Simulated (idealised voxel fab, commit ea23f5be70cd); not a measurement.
Proc. module: voxel quadruple lines
Square cells of 5 nm make up the cross-section cut, whose width is 285 nm.
Cross-section spec: square-cell grid; bands listed top down; each band is one or more rows. Read a band's entry like this: the first values are the height of its top and the height of its bottom in nm, and what follows is the sequence of materials from left to right, each with its width in nm. Note that "blank" is empty space, and that a single material marked "full width" reaches across the band from edge to edge. Heights are measured from 0, the level below which the as-received wafer is all one material; the lowest band has no bottom and continues downward, written as in "0 -> down". A two-number width, for instance "30 to 40", indicates that the width is equal to the first number in the top row of the band and to the second number in the bottom row, and that it changes by a constant amount per row of cells. Where a step carries "no alterations made", the cross-section came out of it unchanged, cell for cell. Enclosed voids (no open way to top), threshold 8 cells or more, entry "Enclosed internal cavities", notation width x height at distance, distance from left edge, nm. What comes after the settings on a step's line is commentary from the simulator itself on that step. A step line may carry the setting "overlay nm", which, for steps involving a mask, states the distance by which the mask lay to the right of its intended position; negative values denote displacement to the left.

HERE'S WHAT THE PLANNED PROCESS STEPS LOOK LIKE
1,RECEIVE with material Si
2,CONFORMAL_DEP with material Al2O3, thk nm 10
3,DIRECTIONAL_DEP with material W, thk nm 10
4,DIRECTIONAL_DEP with material polySi, thk nm 20
5,DIRECTIONAL_DEP with material aC, thk nm 25
6,PATTERN with tone cover, mask id MANDREL, material resist, width nm 30, pitch nm 80, thk nm 35, overlay nm 0
7,DIRECTIONAL_ETCH with etch materials aC, depth nm 25
8,STRIP with etch materials resist
9,CONFORMAL_DEP with material SiO2, thk nm 10
10,DIRECTIONAL_ETCH with etch materials SiO2, depth nm 10
11,STRIP with etch materials aC
12,DIRECTIONAL_ETCH with etch materials polySi, depth nm 20
13,STRIP with etch materials SiO2
14,CONFORMAL_DEP with material SiCN, thk nm 10
15,DIRECTIONAL_ETCH with etch materials SiCN, depth nm 10
16,STRIP with etch materials polySi
17,DIRECTIONAL_ETCH with etch materials W, depth nm 10
18,STRIP with etch materials SiCN

CROSS-SECTION OF THE INCOMING WAFER, STATE AFTER STEP 1
0 -> down: Si full width
Enclosed internal cavities: none

CROSS-SECTION AT MODULE END, ONE RUN ERROR; START AND PLAN UNCHANGED FROM ABOVE
20 -> 10: blank 70; W 5; blank 10; W 5; blank 20; W 5; blank 10; W 5; blank 20; W 5; blank 10; W 5; blank 20; W 5; blank 10; W 5; blank 75
10 -> 0: Al2O3 full width
0 -> down: Si full width
Enclosed internal cavities: none
Diagnosis: in deviation from the planned setting, step 14 was conducted as CONFORMAL_DEP with material SiCN, thk nm 5
